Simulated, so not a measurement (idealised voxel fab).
Module name: voxel spacer lines (process module)
It is cross-section cut that appears here, measuring 275 nm in width, its square cells being 5 nm in size.
For the purposes of this document, a cross-section shall be understood as a grid of square cells, specified as bands listed in top-to-bottom order, each band consisting of one or more rows of cells.
Each band's line starts with the height of the band's top and of its bottom, in nm. Then come its materials from left to right, each with its width in nm. One material with "everywhere" fills the band from edge to edge. "air" is empty space.
Heights are expressed relative to 0, this being the level below which the as-received wafer comprises one material exclusively. The lowest band is unbounded in the downward direction and is denoted as in "0 -> down".
When a width is written as two numbers, as in "30 to 40", the first number is the width in the top row of cells of the band and the second is the width in its bottom row, and the width changes by the same amount from each row to the next.
"nothing different" means the step left every cell of the cross-section as it was.
"Enclosed cavities": sealed empty spaces, 8 cells or more, no open way to top, listed width x height at distance, with distance from the left edge and width, height and distance in nm.
If you see something after the settings on a step's line, that's the simulator's own remark about that step.
A step's line can hold "overlay nm"; with a mask on that step, the setting says how far right of the planned place the mask lay, while a negative setting says it lay to the left.

[Process steps (planned)]
step 1: RECEIVE | material Si
step 2: CONFORMAL_DEP | material Al2O3 | thk nm 5
step 3: DIRECTIONAL_DEP | material SiN | thk nm 15
step 4: DIRECTIONAL_DEP | material polySi | thk nm 20
step 5: PATTERN | tone cover | mask id MANDREL | material resist | width nm 15 | pitch nm 70 | thk nm 25 | overlay nm 0
step 6: DIRECTIONAL_ETCH | etch materials polySi | depth nm 20
step 7: STRIP | etch materials resist
step 8: CONFORMAL_DEP | material SiO2 | thk nm 10
step 9: DIRECTIONAL_ETCH | etch materials SiO2 | depth nm 10
step 10: STRIP | etch materials polySi
step 11: DIRECTIONAL_ETCH | etch materials SiN | depth nm 15
step 12: STRIP | etch materials SiO2
varied across the wafers: width nm of step 5. The plan shows the first wafer's value. All wafers start alike

[This is how the first of several wafers looked in cross-section when it arrived, which is after step 1]
0 -> down  Si everywhere
Enclosed cavities: none

[Basically each wafer gets a line in the table, showing it at the end of the module: material by material, the cells it gained (+) or lost (-) since we got it, then its closed voids]
width nm 15; +55 Al2O3; +36 SiN; Enclosed cavities: none
width nm 20; +55 Al2O3; +36 SiN; Enclosed cavities: none
width nm 25; +55 Al2O3; +36 SiN; Enclosed cavities: none
width nm 30; +55 Al2O3; +36 SiN; Enclosed cavities: none
width nm 35; +55 Al2O3; +36 SiN; Enclosed cavities: none
width nm 40; +55 Al2O3; +36 SiN; Enclosed cavities: none
